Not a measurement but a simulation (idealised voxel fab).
process module | voxel capacitor over wiring
cross-section cut | 215 nm wide | cells 5 nm
A cross-section is a grid of square cells, given in bands from the top down. A band is one or more rows of cells.
Each band's line starts with the height of the band's top and of its bottom, in nm. Then come its materials from left to right, each with its width in nm. One material with "throughout" fills the band from edge to edge. "air" is empty space.
Height 0 is the level under which the wafer as received is all one material. The lowest band goes on downwards, as in "0 down".
A width such as "30 to 40" changes by the same amount from each row of cells to the next, from the band's top row to its bottom row.
"no change" after a step means that no cell of the cross-section changed.
closed voids: empty space of 8 cells or more with no open way to the top, each as width x height at its distance from the left edge, in nm
after a step's settings: what the simulator itself notes on the step
overlay nm, on a step with a mask: how far to the right of its planned place the mask lay; to the left if negative
plan
1 op RECEIVE | material Si
2 op CONFORMAL_DEP | material SiO2 | thk nm 10
3 op CONFORMAL_DEP | material SiN | thk nm 5
4 op DIRECTIONAL_DEP | material lowk | thk nm 15
5 op MASKED_ETCH | tone open | mask id METAL_1 | width nm 30 | pitch nm 100 | etch materials lowk | depth nm 15 | overlay nm 0
6 op MASKED_ETCH | tone open | mask id METAL_1 | width nm 30 | pitch nm 100 | etch materials SiN | depth nm 5 | overlay nm 0
7 op CONFORMAL_DEP | material TiN | thk nm 5
8 op FILL_DEP | material Cu | thk nm 10
9 op CMP | height nm 30
10 op CONFORMAL_DEP | material SiCN | thk nm 5
11 op DIRECTIONAL_DEP | material SiO2 | thk nm 15
12 op DIRECTIONAL_DEP | material aC | thk nm 15
13 op PATTERN | tone open | mask id PLUG_1 | material resist | width nm 15 | thk nm 30 | overlay nm 0
14 op DIRECTIONAL_ETCH | etch materials aC | depth nm 5
15 op STRIP | etch materials resist
16 op DIRECTIONAL_ETCH | etch materials SiO2 | depth nm 15
17 op DIRECTIONAL_ETCH | etch materials SiCN | depth nm 5
18 op STRIP | etch materials aC
19 op CONFORMAL_DEP | material TiN | thk nm 5
20 op FILL_DEP | material Cu | thk nm 5
21 op CMP | height nm 50
22 op DIRECTIONAL_DEP | material TiN | thk nm 10
23 op DIRECTIONAL_DEP | material HfO2 | thk nm 5
24 op DIRECTIONAL_DEP | material TiN | thk nm 5
25 op DIRECTIONAL_DEP | material aC | thk nm 10
26 op PATTERN | tone cover | mask id UPPER_PLATE | material resist | width nm 75 | thk nm 30 | overlay nm 0
27 op DIRECTIONAL_ETCH | etch materials aC | depth nm 10
28 op STRIP | etch materials resist
29 op DIRECTIONAL_ETCH | etch materials TiN | depth nm 5
30 op DIRECTIONAL_ETCH | etch materials HfO2 | depth nm 5
31 op STRIP | etch materials aC
32 op DIRECTIONAL_DEP | material aC | thk nm 10
33 op PATTERN | tone cover | mask id LOWER_PLATE | material resist | width nm 85 | thk nm 25 | overlay nm 0
34 op DIRECTIONAL_ETCH | etch materials aC | depth nm 10
35 op STRIP | etch materials resist
36 op DIRECTIONAL_ETCH | etch materials TiN | depth nm 10
37 op STRIP | etch materials aC
38 op FILL_DEP | material SiO2 | thk nm 15
39 op CMP | height nm 80
40 op PATTERN | tone open | mask id PLUG_2 | material resist | width nm 15 | thk nm 15 | overlay nm 0
41 op DIRECTIONAL_ETCH | etch materials SiO2 | depth nm 10
42 op STRIP | etch materials resist
43 op CONFORMAL_DEP | material TiN | thk nm 5
44 op FILL_DEP | material W | thk nm 10
45 op CMP | height nm 80
46 op CONFORMAL_DEP | material SiCN | thk nm 5
varied across the wafers: depth nm of step 14. The plan shows the first wafer's value. All wafers start alike
first wafer as received, after step 1
  0 down: Si throughout
  closed voids: none
each wafer at the end: cells of each material gained (+) or lost (-) since it was received, then its closed voids
depth nm 5 | +24 Cu | +15 HfO2 | +86 SiCN | +31 SiN | +403 SiO2 | +78 TiN | +1 W | +93 lowk | closed voids: none
depth nm 10 | +24 Cu | +15 HfO2 | +86 SiCN | +31 SiN | +403 SiO2 | +78 TiN | +1 W | +93 lowk | closed voids: none
depth nm 15 | +27 Cu | +15 HfO2 | +83 SiCN | +31 SiN | +394 SiO2 | +87 TiN | +1 W | +93 lowk | closed voids: none
depth nm 20 | +27 Cu | +15 HfO2 | +83 SiCN | +31 SiN | +394 SiO2 | +87 TiN | +1 W | +93 lowk | closed voids: none
depth nm 25 | +27 Cu | +15 HfO2 | +83 SiCN | +31 SiN | +394 SiO2 | +87 TiN | +1 W | +93 lowk | closed voids: none
depth nm 30 | +27 Cu | +15 HfO2 | +83 SiCN | +31 SiN | +394 SiO2 | +87 TiN | +1 W | +93 lowk | closed voids: none
